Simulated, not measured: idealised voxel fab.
The process module that follows is named voxel transistor to metal.
It is cross-section cut that appears here, measuring 195 nm in width, its square cells being 5 nm in size.
How to read a cross-section here: the picture is a grid of square cells, written as bands going from the top down, and any band can span one or more rows of cells. For a band, the entry starts with two heights in nm, that of the top and then that of the bottom, and carries on with the band's materials in order from left to right, each alongside its width in nm; the word "all across" beside a single material means it fills the band edge to edge, and "empty" means empty space. Heights are reckoned from 0. Under this level, the received wafer is all of one material. The bottommost band is open-ended downward, for example "0 and below". Per-row width for "30..40": begins at first number (top row of band), ends at second number (bottom row), increment between rows held constant. Where a step carries "nothing changed", the cross-section came out of it unchanged, cell for cell. Closed empty spaces (no open way to the top) of 8 cells or more are what "Fully enclosed voids" lists, each as width x height at distance from the left edge, nm for all three. Note: text after step settings on the step line = simulator remark on that step. overlay nm: how far to the right of its planned place the mask lay on this masked step (negative: to the left).

[Listed below are the process steps as planned]
1 RECEIVE, material Si
2 OXIDIZE, depth nm 5
3 CONFORMAL_DEP, material SiN, thk nm 10
4 MASKED_ETCH, tone cover, mask id ACTIVE, width nm 115, etch materials SiN, depth nm 10, overlay nm 0
5 MASKED_ETCH, tone cover, mask id ACTIVE, width nm 115, etch materials SiO2, depth nm 5, overlay nm 0
6 MASKED_ETCH, tone cover, mask id ACTIVE, width nm 115, etch materials Si, depth nm 30, overlay nm 0
7 FILL_DEP, material SiO2, thk nm 15
8 CMP, height nm 10
9 SELECTIVE_ETCH, etch materials SiO2, depth nm 10
10 STRIP, etch materials SiN
11 SELECTIVE_ETCH, etch materials SiO2, depth nm 5
12 OXIDIZE, depth nm 5
13 DIRECTIONAL_DEP, material polySi, thk nm 25
14 DIRECTIONAL_DEP, material SiCN, thk nm 15
15 PATTERN, tone cover, mask id GATE, material resist, width nm 35, thk nm 15, overlay nm 0
16 DIRECTIONAL_ETCH, etch materials SiCN, depth nm 25
17 DIRECTIONAL_ETCH, etch materials polySi, depth nm 35
18 STRIP, etch materials resist
19 CONFORMAL_DEP, material SiN, thk nm 10
20 DIRECTIONAL_ETCH, etch materials SiN, depth nm 10
21 DIRECTIONAL_ETCH, etch materials SiO2, depth nm 5
22 EPI, material SiGe, thk nm 5
23 FILL_DEP, material SiO2, thk nm 5
24 CMP, height nm 20
25 STRIP, etch materials polySi
26 SELECTIVE_ETCH, etch materials SiO2, depth nm 5
27 CONFORMAL_DEP, material HfO2, thk nm 5
28 CONFORMAL_DEP, material TiN, thk nm 5
29 FILL_DEP, material W, thk nm 10
30 CMP, height nm 15
31 DIRECTIONAL_DEP, material SiO2, thk nm 10
32 MASKED_ETCH, tone open, mask id CONTACT, width nm 15, pitch nm 80, etch materials SiO2, depth nm 30, overlay nm 0
33 CONFORMAL_DEP, material TiN, thk nm 5
34 FILL_DEP, material W, thk nm 10
35 CMP, height nm 25
36 CONFORMAL_DEP, material SiCN, thk nm 5
37 DIRECTIONAL_DEP, material SiO2, thk nm 15
38 MASKED_ETCH, tone open, mask id METAL_1, width nm 15, pitch nm 80, etch materials SiO2, depth nm 15, overlay nm 0
39 MASKED_ETCH, tone open, mask id METAL_1, width nm 15, pitch nm 80, etch materials SiCN, depth nm 5, overlay nm 0
40 CONFORMAL_DEP, material TiN, thk nm 5
41 FILL_DEP, material W, thk nm 10
42 CMP, height nm 45
43 CONFORMAL_DEP, material SiCN, thk nm 5
44 DIRECTIONAL_DEP, material SiO2, thk nm 35
45 MASKED_ETCH, tone open, mask id METAL_2, width nm 15, pitch nm 80, etch materials SiO2, depth nm 20, overlay nm 0
46 DIRECTIONAL_DEP, material aC, thk nm 15
47 PATTERN, tone open, mask id METAL_2_HOLES, material resist, width nm 15, pitch nm 80, thk nm 30, overlay nm 0
48 DIRECTIONAL_ETCH, etch materials aC, depth nm 15
49 STRIP, etch materials resist
50 DIRECTIONAL_ETCH, etch materials SiO2, depth nm 15
51 DIRECTIONAL_ETCH, etch materials SiCN, depth nm 5
52 STRIP, etch materials aC
53 CONFORMAL_DEP, material TiN, thk nm 5
54 FILL_DEP, material Ru, thk nm 10
55 CMP, height nm 85
56 CONFORMAL_DEP, material SiN, thk nm 5

[Cross-section of the wafer as it came to us, i.e., already through step 1]
  0 and below = Si all across
  Fully enclosed voids: none

[Below is the wafer in cross-section after the module was completed. It began from the starting point shown above and followed the plan shown above, except that one mistake was made while running it]
  90 down to 85 = SiN all across
  85 down to 50 = 50 nm SiO2, then 5 nm TiN, then 5 nm Ru, then 5 nm TiN, then 65 nm SiO2, then 5 nm TiN, then 5 nm Ru, then 5 nm TiN, then 50 nm SiO2
  50 down to 40 = 50 nm SiCN, then 15 nm TiN, then 65 nm SiCN, then 15 nm TiN, then 50 nm SiCN
  40 down to 30 = W all across
  30 down to 25 = 55 nm TiN, then 5 nm W, then 75 nm TiN, then 5 nm W, then 55 nm TiN
  25 down to 15 = 50 nm SiO2, then 5 nm TiN, then 5 nm W, then 5 nm TiN, then 65 nm SiO2, then 5 nm TiN, then 5 nm W, then 5 nm TiN, then 50 nm SiO2
  15 down to 0 = 50 nm SiO2, then 5 nm TiN, then 5 nm W, then 5 nm TiN, then 5 nm SiO2, then 10 nm SiN, then 5 nm HfO2, then 5 nm TiN, then 15 nm W, then 5 nm TiN, then 5 nm HfO2, then 10 nm SiN, then 5 nm SiO2, then 5 nm TiN, then 5 nm W, then 5 nm TiN, then 50 nm SiO2
  0 down to -5 = 50 nm SiO2, then 15 nm TiN, then 5 nm SiO2, then 10 nm SiN, then 5 nm HfO2, then 25 nm TiN, then 5 nm HfO2, then 10 nm SiN, then 5 nm SiO2, then 15 nm TiN, then 50 nm SiO2
  -5 down to -10 = 35 nm SiO2, then 35 nm SiGe, then 5 nm SiO2, then 45 nm HfO2, then 5 nm SiO2, then 35 nm SiGe, then 35 nm SiO2
  -10 down to -35 = 40 nm SiO2, then 115 nm Si, then 40 nm SiO2
  -35 and below = Si all across
  Fully enclosed voids: none
Finding, execution versus plan: not run: step 35 of the plan (skipped)
